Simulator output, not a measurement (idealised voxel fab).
Name of the process module below: voxel fin reveal
The figure presents cross-section cut, which has a width of 140 nm and is divided into square cells with an edge length of 5 nm.
Each cross-section below is a grid of square cells, stated as bands in top-down order, with one or more rows of cells making up each band.
Top height, bottom height, nm. Materials left to right, width each, nm. Single material + "throughout" = fills band edge to edge. "empty" = empty.
Height datum 0, below which the as-received substrate wafer is one material. Lowest band open at the bottom, running downward: "0..down".
So if you see something like "30..40" for the width, read it as the top row of the band sitting at the first number and the bottom row at the second, with every row in between moving by the same amount as the last.
"no change" means the step left every cell of the cross-section as it was.
"Closed internal voids" enumerates empty spaces isolated from the top, with no open way to it, that contain at least 8 cells, giving each as width x height at distance from the left edge, all three in nm.
Anything after a step's settings on that line? It's the simulator's own note about the step.
overlay nm, on a step with a mask: how far to the right of its planned place the mask lay; to the left if negative
THE PROCESS STEPS THAT WERE PLANNED ARE LISTED BELOW
| 1 | op RECEIVE | material Si |
| 2 | op CONFORMAL_DEP | material SiN | thk nm 10 |
| 3 | op MASKED_ETCH | tone cover | mask id FINS | width nm 15 | pitch nm 35 | etch materials SiN | depth nm 10 | overlay nm -15 |
| 4 | op MASKED_ETCH | tone cover | mask id FINS | width nm 15 | pitch nm 35 | etch materials Si | depth nm 30 | overlay nm 0 |
| 5 | op FILL_DEP | material SiO2 | thk nm 5 |
| 6 | op CMP | height nm 10 |
| 7 | op SELECTIVE_ETCH | etch materials SiO2 | depth nm 25 |
| 8 | op STRIP | etch materials SiN |
Keep in mind the plan's value for the overlay nm of step 3 comes from the first wafer; the wafers don't share that setting, but they do share the same starting point.
RECEIVED CONDITION OF THE FIRST OF SEVERAL WAFERS, SECTIONED: POST-STEP 1
  0..down  Si throughout
  Closed internal voids: none
END OF MODULE, BY WAFER: MATERIAL-BY-MATERIAL CELL GAIN (+) OR LOSS (-) SINCE RECEIPT, THEN CLOSED VOIDS
overlay nm -15; -96 Si; +48 SiO2; Closed internal voids: none
overlay nm -10; -108 Si; +54 SiO2; Closed internal voids: none
overlay nm -5; -120 Si; +60 SiO2; Closed internal voids: none
overlay nm 0; -132 Si; +66 SiO2; Closed internal voids: none
overlay nm 5; -120 Si; +60 SiO2; Closed internal voids: none
overlay nm 10; -108 Si; +54 SiO2; Closed internal voids: none
overlay nm 15; -96 Si; +48 SiO2; Closed internal voids: none
